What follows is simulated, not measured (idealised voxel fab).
You're looking at the process module voxel ribs on slabs.
Cross-section cut spans 285 nm and uses square cells 5 nm in size.
Reading order for cross-sections: top band down to bottom band. Underlying form: a grid of square cells. Band size: one or more rows of cells.
A band entry consists of two parts. The first gives the height of the band's top and the height of its bottom, in nm. The rest lists the band's materials from left to right, each with its width in nm. A single material labelled with the word "everywhere" fills the band from edge to edge, and the word "blank" marks empty space.
Heights are expressed relative to 0, this being the level below which the as-received wafer comprises one material exclusively. The lowest band is unbounded in the downward direction and is denoted as in "0 and below".
It should be noted that a width expressed as "30->40" varies in equal increments from row to row of cells within the band, taking the value of the first number at the top row and that of the second number at the bottom row.
Given "remains unaltered" for a step, no cell of the cross-section differs between before and after that step.
Reported under the label "Enclosed internal voids" are the empty spaces having no open way to the top and comprising 8 cells or more; the notation for each is width x height at distance, in which the distance is measured from the left edge and all three values are in nm.
after a step's settings: what the simulator itself notes on the step
"overlay nm" answers the question of how far to the right of plan the mask lay on a step that has a mask, and when it is negative the answer is to the left.

[The steps planned for the process are as follows]
1: RECEIVE with material Si
2: DIRECTIONAL_DEP with material SiO2, thk nm 25
3: DIRECTIONAL_DEP with material SiN, thk nm 20
4: DIRECTIONAL_DEP with material aC, thk nm 5
5: PATTERN with tone cover, mask id RIB, material resist, width nm 25, thk nm 25, overlay nm 0
6: DIRECTIONAL_ETCH with etch materials aC, depth nm 10
7: STRIP with etch materials resist
8: DIRECTIONAL_ETCH with etch materials SiN, depth nm 5
9: STRIP with etch materials aC
10: DIRECTIONAL_DEP with material aC, thk nm 10
11: PATTERN with tone cover, mask id SLAB, material resist, width nm 55, thk nm 30, overlay nm 0
12: DIRECTIONAL_ETCH with etch materials aC, depth nm 10
13: STRIP with etch materials resist
14: DIRECTIONAL_ETCH with etch materials SiN, depth nm 15
15: STRIP with etch materials aC
16: FILL_DEP with material SiO2, thk nm 15
17: CMP with height nm 55
18: DIRECTIONAL_DEP with material W, thk nm 5
19: PATTERN with tone cover, mask id HEATER, material resist, width nm 35, thk nm 20, overlay nm 0
20: DIRECTIONAL_ETCH with etch materials W, depth nm 5
21: STRIP with etch materials resist
22: CONFORMAL_DEP with material SiO2, thk nm 5
The plan shows the thk nm of step 4 as the first wafer had it; this setting differs between the wafers, which start out alike.

[Cross-section of the first of several wafers as received (after step 1)]
0 and below: Si everywhere
Enclosed internal voids: none

[First wafer of several, cross-section, module end, after step 22 (last)]
65 down to 60: blank=120 | SiO2=45 | blank=120
60 down to 55: SiO2=125 | W=35 | SiO2=125
55 down to 45: SiO2 everywhere
45 down to 40: SiO2=130 | SiN=25 | SiO2=130
40 down to 25: SiO2=115 | SiN=55 | SiO2=115
25 down to 0: SiO2 everywhere
0 and below: Si everywhere
Enclosed internal voids: none

[So this is the cross-section on the last wafer at the end of the module]
65 down to 60: blank=120 | SiO2=45 | blank=120
60 down to 55: SiO2=125 | W=35 | SiO2=125
55 down to 45: SiO2 everywhere
45 down to 30: SiO2=115 | SiN=55 | SiO2=115
30 down to 25: SiN everywhere
25 down to 0: SiO2 everywhere
0 and below: Si everywhere
Enclosed internal voids: none

[Table: wafers, a row each; end-of-module cell change per material since receipt, gain (+), loss (-); then closed voids]
thk nm 5 | +38 SiN | +648 SiO2 | +7 W | Enclosed internal voids: none
thk nm 10 | +38 SiN | +648 SiO2 | +7 W | Enclosed internal voids: none
thk nm 15 | +90 SiN | +596 SiO2 | +7 W | Enclosed internal voids: none
thk nm 20 | +90 SiN | +596 SiO2 | +7 W | Enclosed internal voids: none
thk nm 25 | +90 SiN | +596 SiO2 | +7 W | Enclosed internal voids: none
